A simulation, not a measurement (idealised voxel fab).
The following process module bears the name voxel spacer lines.
The figure presents cross-section cut, which has a width of 235 nm and is divided into square cells with an edge length of 5 nm.
Heads up, the way a cross-section reads in here is a grid of square cells, handed over as bands from the top down, with every band being one or more rows of cells.
First you get the band's top height and its bottom height, in nm, and then the materials it's made of, left to right, with each width in nm. If you see a single material with "throughout", that one covers the band edge to edge. "blank" is empty space.
For the purposes of this specification, 0 denotes the height below which the wafer in its as-received condition is composed wholly of one material, and the lowermost band, lacking a lower limit, extends downward without end, as expressed in "top 0, no bottom".
Think of "30 to 40" as a width that walks from the first number to the second as you go down the band, top row to bottom row, taking equal-sized steps from row to row.
Given "stayed the same" for a step, no cell of the cross-section differs between before and after that step.
Voids not open to the top, 8 cells minimum: see "Enclosed cavities". Written width x height at distance; distance is from the left edge; nm.
Anything after a step's settings on that line? It's the simulator's own note about the step.
The setting "overlay nm" may be written on the line of a step. When the step uses a mask, the value reports how far to the right of the planned place the mask lay, and a negative value reports that it lay to the left.
### The planned process steps are enumerated hereunder
1 RECEIVE: material Si
2 CONFORMAL_DEP: material Al2O3, thk nm 5
3 DIRECTIONAL_DEP: material polySi, thk nm 10
4 DIRECTIONAL_DEP: material aC, thk nm 30
5 PATTERN: tone cover, mask id MANDREL, material resist, width nm 15, pitch nm 50, thk nm 35, overlay nm 0
6 DIRECTIONAL_ETCH: etch materials aC, depth nm 30
7 STRIP: etch materials resist
8 CONFORMAL_DEP: material SiO2, thk nm 10
9 DIRECTIONAL_ETCH: etch materials SiO2, depth nm 10
10 STRIP: etch materials aC
11 DIRECTIONAL_ETCH: etch materials polySi, depth nm 10
12 STRIP: etch materials SiO2
### Cross-section of the wafer as it came to us, i.e., already through step 1
    top 0, no bottom  Si throughout
    Enclosed cavities: none
### Cross-section: first of two wafers, module finished, run according to plan
    top 15, bottom 5  75 blank, then 10 polySi, then 15 blank, then 10 polySi, then 15 blank, then 10 polySi, then 15 blank, then 10 polySi, then 75 blank
    top 5, bottom 0  Al2O3 throughout
    top 0, no bottom  Si throughout
    Enclosed cavities: none
### Second wafer through the module, sectioned at the end: same beginning and same plan as the first wafer, with one mistake in carrying it out
    top 45, bottom 15  75 blank, then 10 polySi, then 15 aC, then 10 polySi, then 15 blank, then 10 polySi, then 15 aC, then 10 polySi, then 75 blank
    top 15, bottom 5  polySi throughout
    top 5, bottom 0  Al2O3 throughout
    top 0, no bottom  Si throughout
    Enclosed cavities: none
What went wrong in running the wafer? for step 8, the planned setting was not used; the step was instead run as CONFORMAL_DEP: material polySi, thk nm 10
Final difference in cells, second wafer against first, listed per material as more or fewer: +36 aC | +126 polySi
